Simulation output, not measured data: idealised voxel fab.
The process module presented herein is designated voxel spacer lines.
In the cross-section labelled cut, the width is 300 nm and each square cell is 5 nm.
If you're reading a cross-section in this doc, picture square cells in a grid; it comes to you as bands, top ones listed first down to the bottom, and a band can be one or more rows of cells.
Read a band's entry like this: the first values are the height of its top and the height of its bottom in nm, and what follows is the sequence of materials from left to right, each with its width in nm. Note that "empty" is empty space, and that a single material marked "full width" reaches across the band from edge to edge.
Ref level 0: as-received wafer is one material below here. Bottom band extends down with no lower bound ("0 and below").
Width spec "30..40" -> top row of cells at first value, bottom row at second value, equal per-row change in between.
Take "no alteration" at face value: in the step it is given for, the cross-section changed in none of its cells.
Each empty space that has no open way to the top and spans at least 8 cells appears under "Voids lacking openings" as width x height at distance, the distance counted from the left edge, all in nm.
It should be noted that, on the line of a given step, the content following the step's settings is a remark produced by the simulator itself with respect to that step.
overlay nm: step with mask; distance mask lay right of planned place; negative value = left of planned place.

# The following list gives the planned process steps
1: RECEIVE, material Si
2: CONFORMAL_DEP, material Al2O3, thk nm 5
3: DIRECTIONAL_DEP, material polySi, thk nm 10
4: DIRECTIONAL_DEP, material aC, thk nm 25
5: PATTERN, tone cover, mask id MANDREL, material resist, width nm 15, pitch nm 60, thk nm 30, overlay nm 0
6: DIRECTIONAL_ETCH, etch materials aC, depth nm 25
7: STRIP, etch materials resist
8: CONFORMAL_DEP, material SiN, thk nm 15
9: DIRECTIONAL_ETCH, etch materials SiN, depth nm 15
10: STRIP, etch materials aC
11: DIRECTIONAL_ETCH, etch materials polySi, depth nm 10
12: STRIP, etch materials SiN
13: FILL_DEP, material lowk, thk nm 10
14: CMP, height nm 15

# Here's what the wafer looked like in cross-section when it arrived - that's after step 1
* 0 and below  Si full width
* Voids lacking openings: none

# a wafer at the end: this start, this plan, one mistake
* 15 down to 5  95 of lowk; 15 of polySi; 20 of lowk; 15 of polySi; 10 of lowk; 15 of polySi; 20 of lowk; 15 of polySi; 95 of lowk
* 5 down to 0  Al2O3 full width
* 0 and below  Si full width
* Voids lacking openings: none
It is concluded that the wafer was processed incorrectly with respect to the plan, in that step 5 was processed under conditions differing from the plan, specifically as PATTERN, tone cover, mask id MANDREL, material resist, width nm 20, pitch nm 60, thk nm 30, overlay nm 0
